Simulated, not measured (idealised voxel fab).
process module | voxel gate over fins
cross-section cut | 245 nm wide | cells 5 nm
A cross-section is a grid of square cells, given in bands from the top down. A band is one or more rows of cells.
Each band's line starts with the height of the band's top and of its bottom, in nm. Then come its materials from left to right, each with its width in nm. One material with "throughout" fills the band from edge to edge. "air" is empty space.
Height 0 is the level under which the wafer as received is all one material. The lowest band goes on downwards, as in "0 down".
A width such as "30 to 40" changes by the same amount from each row of cells to the next, from the band's top row to its bottom row.
"no change" after a step means that no cell of the cross-section changed.
closed voids: empty space of 8 cells or more with no open way to the top, each as width x height at its distance from the left edge, in nm
after a step's settings: what the simulator itself notes on the step
overlay nm, on a step with a mask: how far to the right of its planned place the mask lay; to the left if negative
plan
1 op RECEIVE | material Si
2 op CONFORMAL_DEP | material SiN | thk nm 10
3 op DIRECTIONAL_DEP | material aC | thk nm 10
4 op PATTERN | tone cover | mask id FINS | material resist | width nm 15 | pitch nm 55 | thk nm 30 | overlay nm 0
5 op DIRECTIONAL_ETCH | etch materials aC | depth nm 10
6 op STRIP | etch materials resist
7 op DIRECTIONAL_ETCH | etch materials SiN | depth nm 10
8 op DIRECTIONAL_ETCH | etch materials Si | depth nm 40
9 op STRIP | etch materials aC
10 op OXIDIZE | depth nm 5
11 op FILL_DEP | material SiO2 | thk nm 10
12 op CMP | height nm 10
13 op PATTERN | tone open | mask id RAIL | material resist | width nm 15 | thk nm 15 | overlay nm 0
14 op DIRECTIONAL_ETCH | etch materials SiO2 | depth nm 45
15 op STRIP | etch materials resist
16 op CONFORMAL_DEP | material TiN | thk nm 5
17 op FILL_DEP | material Ru | thk nm 10
18 op CMP | height nm 10
19 op SELECTIVE_ETCH | etch materials W Ru TiN | depth nm 30
20 op FILL_DEP | material SiO2 | thk nm 5
21 op CMP | height nm 10
22 op SELECTIVE_ETCH | etch materials SiO2 | depth nm 20
23 op STRIP | etch materials SiN
24 op CONFORMAL_DEP | material HfO2 | thk nm 5
25 op CONFORMAL_DEP | material TiN | thk nm 5
26 op FILL_DEP | material W | thk nm 15
27 op CMP | height nm 20
28 op CONFORMAL_DEP | material SiN | thk nm 5
first wafer, as planned
as received, after step 1
  0 down: Si throughout
  closed voids: none
after step 2
  10 to 0: SiN throughout
  below 0: unchanged
after step 3
  20 to 10: aC throughout
  below 10: unchanged
after step 4
  50 to 20: air 85 | resist 15 | air 40 | resist 15 | air 90
  below 20: unchanged
after step 5
  40 to 20: air 85 | resist 15 | air 40 | resist 15 | air 90
  20 to 10: air 85 | aC 15 | air 40 | aC 15 | air 90
  below 10: unchanged
after step 6
  20 to 10: air 85 | aC 15 | air 40 | aC 15 | air 90
  below 10: unchanged
after step 7
  20 to 10: air 85 | aC 15 | air 40 | aC 15 | air 90
  10 to 0: air 85 | SiN 15 | air 40 | SiN 15 | air 90
  below 0: unchanged
after step 8
  20 to 10: air 85 | aC 15 | air 40 | aC 15 | air 90
  10 to 0: air 85 | SiN 15 | air 40 | SiN 15 | air 90
  0 to -40: air 85 | Si 15 | air 40 | Si 15 | air 90
  below -40: unchanged
after step 9
  10 to 0: air 85 | SiN 15 | air 40 | SiN 15 | air 90
  below 0: unchanged
after step 10
  10 to 0: air 85 | SiN 15 | air 40 | SiN 15 | air 90
  0 to -40: air 85 | SiO2 5 | Si 5 | SiO2 5 | air 40 | SiO2 5 | Si 5 | SiO2 5 | air 90
  -40 to -45: SiO2 90 | Si 5 | SiO2 50 | Si 5 | SiO2 95
  below -45: unchanged
after step 11
  20 to 10: SiO2 throughout
  10 to 0: SiO2 85 | SiN 15 | SiO2 40 | SiN 15 | SiO2 90
  0 to -45: SiO2 90 | Si 5 | SiO2 50 | Si 5 | SiO2 95
  below -45: unchanged
after step 12
  10 to 0: SiO2 85 | SiN 15 | SiO2 40 | SiN 15 | SiO2 90
  below 0: unchanged
after step 13
  25 to 10: resist 110 | air 15 | resist 120
  below 10: unchanged
after step 14
  25 to 10: resist 110 | air 15 | resist 120
  10 to 0: SiO2 85 | SiN 15 | SiO2 10 | air 15 | SiO2 15 | SiN 15 | SiO2 90
  0 to -35: SiO2 90 | Si 5 | SiO2 15 | air 15 | SiO2 20 | Si 5 | SiO2 95
  below -35: unchanged
after step 15
  10 to 0: SiO2 85 | SiN 15 | SiO2 10 | air 15 | SiO2 15 | SiN 15 | SiO2 90
  below 0: unchanged
after step 16
  15 to 10: TiN 115 | air 5 | TiN 125
  10 to 0: SiO2 85 | SiN 15 | SiO2 10 | TiN 5 | air 5 | TiN 5 | SiO2 15 | SiN 15 | SiO2 90
  0 to -30: SiO2 90 | Si 5 | SiO2 15 | TiN 5 | air 5 | TiN 5 | SiO2 20 | Si 5 | SiO2 95
  -30 to -35: SiO2 90 | Si 5 | SiO2 15 | TiN 15 | SiO2 20 | Si 5 | SiO2 95
  below -35: unchanged
after step 17
  25 to 15: Ru throughout
  15 to 10: TiN 115 | Ru 5 | TiN 125
  10 to 0: SiO2 85 | SiN 15 | SiO2 10 | TiN 5 | Ru 5 | TiN 5 | SiO2 15 | SiN 15 | SiO2 90
  0 to -30: SiO2 90 | Si 5 | SiO2 15 | TiN 5 | Ru 5 | TiN 5 | SiO2 20 | Si 5 | SiO2 95
  below -30: unchanged
after step 18
  10 to 0: SiO2 85 | SiN 15 | SiO2 10 | TiN 5 | Ru 5 | TiN 5 | SiO2 15 | SiN 15 | SiO2 90
  below 0: unchanged
after step 19
  10 to 0: SiO2 85 | SiN 15 | SiO2 10 | air 15 | SiO2 15 | SiN 15 | SiO2 90
  0 to -20: SiO2 90 | Si 5 | SiO2 15 | air 15 | SiO2 20 | Si 5 | SiO2 95
  below -20: unchanged
after step 20
  15 to 10: SiO2 throughout
  10 to 0: SiO2 85 | SiN 15 | SiO2 40 | SiN 15 | SiO2 90
  0 to -20: SiO2 90 | Si 5 | SiO2 50 | Si 5 | SiO2 95
  below -20: unchanged
after step 21
  10 to 0: SiO2 85 | SiN 15 | SiO2 40 | SiN 15 | SiO2 90
  below 0: unchanged
after step 22
  10 to 0: air 85 | SiN 15 | air 40 | SiN 15 | air 90
  0 to -10: air 90 | Si 5 | air 50 | Si 5 | air 95
  below -10: unchanged
after step 23
  0 to -10: air 90 | Si 5 | air 50 | Si 5 | air 95
  below -10: unchanged
after step 24
  5 to 0: air 85 | HfO2 15 | air 40 | HfO2 15 | air 90
  0 to -5: air 85 | HfO2 5 | Si 5 | HfO2 5 | air 40 | HfO2 5 | Si 5 | HfO2 5 | air 90
  -5 to -10: HfO2 90 | Si 5 | HfO2 50 | Si 5 | HfO2 95
  below -10: unchanged
after step 25
  10 to 5: air 80 | TiN 25 | air 30 | TiN 25 | air 85
  5 to 0: air 80 | TiN 5 | HfO2 15 | TiN 5 | air 30 | TiN 5 | HfO2 15 | TiN 5 | air 85
  0 to -5: TiN 85 | HfO2 5 | Si 5 | HfO2 5 | TiN 40 | HfO2 5 | Si 5 | HfO2 5 | TiN 90
  below -5: unchanged
after step 26
  25 to 10: W throughout
  10 to 5: W 80 | TiN 25 | W 30 | TiN 25 | W 85
  5 to 0: W 80 | TiN 5 | HfO2 15 | TiN 5 | W 30 | TiN 5 | HfO2 15 | TiN 5 | W 85
  below 0: unchanged
after step 27
  20 to 10: W throughout
  below 10: unchanged
after step 28
  25 to 20: SiN throughout
  below 20: unchanged
second wafer: like start, like plan, one mistake. Through step 21 it matches the first wafer
when step 22 should have ended
  10 to 0: air 85 | SiN 15 | air 40 | SiN 15 | air 90
  0 to -20: air 90 | Si 5 | air 50 | Si 5 | air 95
  -20 to -30: air 90 | Si 5 | air 15 | TiN 5 | Ru 5 | TiN 5 | air 20 | Si 5 | air 95
  below -30: unchanged
when step 23 should have ended
  0 to -20: air 90 | Si 5 | air 50 | Si 5 | air 95
  below -20: unchanged
when step 24 should have ended
  5 to 0: air 85 | HfO2 15 | air 40 | HfO2 15 | air 90
  0 to -15: air 85 | HfO2 5 | Si 5 | HfO2 5 | air 40 | HfO2 5 | Si 5 | HfO2 5 | air 90
  -15 to -20: air 85 | HfO2 5 | Si 5 | HfO2 5 | air 5 | HfO2 25 | air 10 | HfO2 5 | Si 5 | HfO2 5 | air 90
  -20 to -25: air 85 | HfO2 5 | Si 5 | HfO2 5 | air 5 | HfO2 5 | TiN 5 | Ru 5 | TiN 5 | HfO2 5 | air 10 | HfO2 5 | Si 5 | HfO2 5 | air 90
  -25 to -30: HfO2 90 | Si 5 | HfO2 15 | TiN 5 | Ru 5 | TiN 5 | HfO2 20 | Si 5 | HfO2 95
  below -30: unchanged
when step 25 should have ended
  10 to 5: air 80 | TiN 25 | air 30 | TiN 25 | air 85
  5 to 0: air 80 | TiN 5 | HfO2 15 | TiN 5 | air 30 | TiN 5 | HfO2 15 | TiN 5 | air 85
  0 to -10: air 80 | TiN 5 | HfO2 5 | Si 5 | HfO2 5 | TiN 5 | air 30 | TiN 5 | HfO2 5 | Si 5 | HfO2 5 | TiN 5 | air 85
  -10 to -15: air 80 | TiN 5 | HfO2 5 | Si 5 | HfO2 5 | TiN 40 | HfO2 5 | Si 5 | HfO2 5 | TiN 5 | air 85
  -15 to -20: air 80 | TiN 5 | HfO2 5 | Si 5 | HfO2 5 | TiN 5 | HfO2 25 | TiN 10 | HfO2 5 | Si 5 | HfO2 5 | TiN 5 | air 85
  -20 to -25: TiN 85 | HfO2 5 | Si 5 | HfO2 5 | TiN 5 | HfO2 5 | TiN 5 | Ru 5 | TiN 5 | HfO2 5 | TiN 10 | HfO2 5 | Si 5 | HfO2 5 | TiN 90
  below -25: unchanged
when step 26 should have ended
  25 to 10: W throughout
  10 to 5: W 80 | TiN 25 | W 30 | TiN 25 | W 85
  5 to 0: W 80 | TiN 5 | HfO2 15 | TiN 5 | W 30 | TiN 5 | HfO2 15 | TiN 5 | W 85
  0 to -10: W 80 | TiN 5 | HfO2 5 | Si 5 | HfO2 5 | TiN 5 | W 30 | TiN 5 | HfO2 5 | Si 5 | HfO2 5 | TiN 5 | W 85
  -10 to -15: W 80 | TiN 5 | HfO2 5 | Si 5 | HfO2 5 | TiN 40 | HfO2 5 | Si 5 | HfO2 5 | TiN 5 | W 85
  -15 to -20: W 80 | TiN 5 | HfO2 5 | Si 5 | HfO2 5 | TiN 5 | HfO2 25 | TiN 10 | HfO2 5 | Si 5 | HfO2 5 | TiN 5 | W 85
  below -20: unchanged
when step 27 should have ended
  20 to 10: W throughout
  below 10: unchanged
when step 28 should have ended
  25 to 20: SiN throughout
  below 20: unchanged
what went wrong: step 22 was run twice
at the end the second wafer has, in cells: 20 more of HfO2 | 182 fewer of SiO2 | 18 more of TiN | 144 more of W
